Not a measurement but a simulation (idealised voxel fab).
The following process module bears the name voxel capacitor over wiring.
Cross-section cut spans 145 nm and uses square cells 5 nm in size.
Think of the cross-section as a grid of square cells. We describe it in bands, top to bottom, and each band covers one or more rows of those cells. Look at the band entry: it leads with the top's height and the bottom's height in nm. Then it lists the materials left to right, with a width in nm for each. The word "throughout" on a single material says that material fills the band edge to edge. The word "blank" is empty space. Heads up on the height convention: 0 is the point under which the incoming wafer is all one material, and the lowest band has no bottom, it just keeps going down, like "top 0, no bottom". A two-number width, for instance "30->40", indicates that the width is equal to the first number in the top row of the band and to the second number in the bottom row, and that it changes by a constant amount per row of cells. "left unchanged" (step): cross-section cells unchanged, all of them. For the entry "Closed internal voids", the listed items are empty spaces with no open way to the top whose size is 8 cells or more; each item follows the pattern width x height at distance, where distance is from the left edge and all three are in nm. If you see something after the settings on a step's line, that's the simulator's own remark about that step. What "overlay nm" on a step's line means: if the step has a mask, that mask lay this far to the right of its planned place, or, when the value is negative, to the left.

Below is the list of planned process steps:
| 1 | RECEIVE with material Si |
| 2 | CONFORMAL_DEP with material SiO2, thk nm 15 |
| 3 | CONFORMAL_DEP with material SiN, thk nm 5 |
| 4 | DIRECTIONAL_DEP with material SiO2, thk nm 15 |
| 5 | MASKED_ETCH with tone open, mask id METAL_1, width nm 25, pitch nm 75, etch materials SiO2, depth nm 15, overlay nm 0 |
| 6 | MASKED_ETCH with tone open, mask id METAL_1, width nm 25, pitch nm 75, etch materials SiN, depth nm 5, overlay nm 0 |
| 7 | CONFORMAL_DEP with material TiN, thk nm 5 |
| 8 | FILL_DEP with material Ru, thk nm 10 |
| 9 | CMP with height nm 35 |
| 10 | CONFORMAL_DEP with material SiCN, thk nm 5 |
| 11 | DIRECTIONAL_DEP with material lowk, thk nm 15 |
| 12 | PATTERN with tone open, mask id PLUG_1, material resist, width nm 15, thk nm 15, overlay nm 0 |
| 13 | DIRECTIONAL_ETCH with etch materials lowk, depth nm 15 |
| 14 | DIRECTIONAL_ETCH with etch materials SiCN, depth nm 5 |
| 15 | STRIP with etch materials resist |
| 16 | EPI with material Ru, thk nm 10 |
| 17 | EPI with material Ru, thk nm 10 |
| 18 | DIRECTIONAL_DEP with material TiN, thk nm 5 |
| 19 | DIRECTIONAL_DEP with material HfO2, thk nm 5 |
| 20 | DIRECTIONAL_DEP with material TiN, thk nm 10 |
| 21 | DIRECTIONAL_DEP with material aC, thk nm 15 |
| 22 | PATTERN with tone cover, mask id UPPER_PLATE, material resist, width nm 55, thk nm 30, overlay nm 0 |
| 23 | DIRECTIONAL_ETCH with etch materials aC, depth nm 15 |
| 24 | STRIP with etch materials resist |
| 25 | DIRECTIONAL_ETCH with etch materials TiN, depth nm 10 |
| 26 | DIRECTIONAL_ETCH with etch materials HfO2, depth nm 5 |
| 27 | STRIP with etch materials aC |
| 28 | MASKED_ETCH with tone cover, mask id LOWER_PLATE, width nm 65, etch materials TiN, depth nm 5, overlay nm 0 |
| 29 | FILL_DEP with material SiO2, thk nm 15 |
| 30 | CMP with height nm 85 |
| 31 | MASKED_ETCH with tone open, mask id PLUG_2, width nm 15, etch materials SiO2, depth nm 10, overlay nm 0 |
| 32 | CONFORMAL_DEP with material TiN, thk nm 5 |
| 33 | FILL_DEP with material W, thk nm 5 |
| 34 | CMP with height nm 85 |
| 35 | CONFORMAL_DEP with material SiN, thk nm 5 |

Wafer as received: cross-section following step 1:
  top 0, no bottom | Si throughout
  Closed internal voids: none

Wafer cross-section at module end: first of two, run to plan:
  top 90, bottom 85 | SiN throughout
  top 85, bottom 80 | SiO2: 40 | TiN: 5 | W: 5 | TiN: 5 | SiO2: 90
  top 80, bottom 75 | SiO2: 40 | TiN: 15 | SiO2: 90
  top 75, bottom 65 | SiO2: 30 | TiN: 55 | SiO2: 60
  top 65, bottom 60 | SiO2: 30 | HfO2: 55 | SiO2: 60
  top 60, bottom 55 | SiO2: 25 | TiN: 65 | SiO2: 55
  top 55, bottom 40 | lowk: 30 | Ru: 15 | lowk: 100
  top 40, bottom 35 | SiCN: 30 | Ru: 15 | SiCN: 100
  top 35, bottom 20 | SiO2: 20 | TiN: 5 | Ru: 15 | TiN: 5 | SiO2: 50 | TiN: 5 | Ru: 15 | TiN: 5 | SiO2: 25
  top 20, bottom 15 | SiN: 20 | TiN: 25 | SiN: 50 | TiN: 25 | SiN: 25
  top 15, bottom 0 | SiO2 throughout
  top 0, no bottom | Si throughout
  Closed internal voids: none

This is the second of the two wafers, cross-sectioned at the end of the module; it started exactly like the first and was given the same plan, but it was run with one mistake:
  top 90, bottom 85 | SiN throughout
  top 85, bottom 80 | SiO2: 40 | TiN: 45 | SiO2: 60
  top 80, bottom 75 | SiO2: 40 | TiN: 5 | HfO2: 40 | SiO2: 60
  top 75, bottom 70 | SiO2: 25 | TiN: 65 | SiO2: 55
  top 70, bottom 65 | lowk: 30 | TiN: 15 | lowk: 100
  top 65, bottom 60 | lowk: 30 | HfO2: 15 | lowk: 100
  top 60, bottom 55 | lowk: 30 | TiN: 15 | lowk: 100
  top 55, bottom 40 | lowk throughout
  top 40, bottom 35 | SiCN throughout
  top 35, bottom 20 | SiO2: 20 | TiN: 5 | Ru: 15 | TiN: 5 | SiO2: 50 | TiN: 5 | Ru: 15 | TiN: 5 | SiO2: 25
  top 20, bottom 15 | SiN: 20 | TiN: 25 | SiN: 50 | TiN: 25 | SiN: 25
  top 15, bottom 0 | SiO2 throughout
  top 0, no bottom | Si throughout
  Closed internal voids: none
In executing the process, a mistake was made relative to the plan: heads up, step 11 of the plan got done twice
Upon completion, the second wafer contains, in terms of cells, a greater or smaller amount of certain materials than the first wafer: -12 Ru | +3 SiCN | -66 SiO2 | -11 TiN | -1 W | +87 lowk
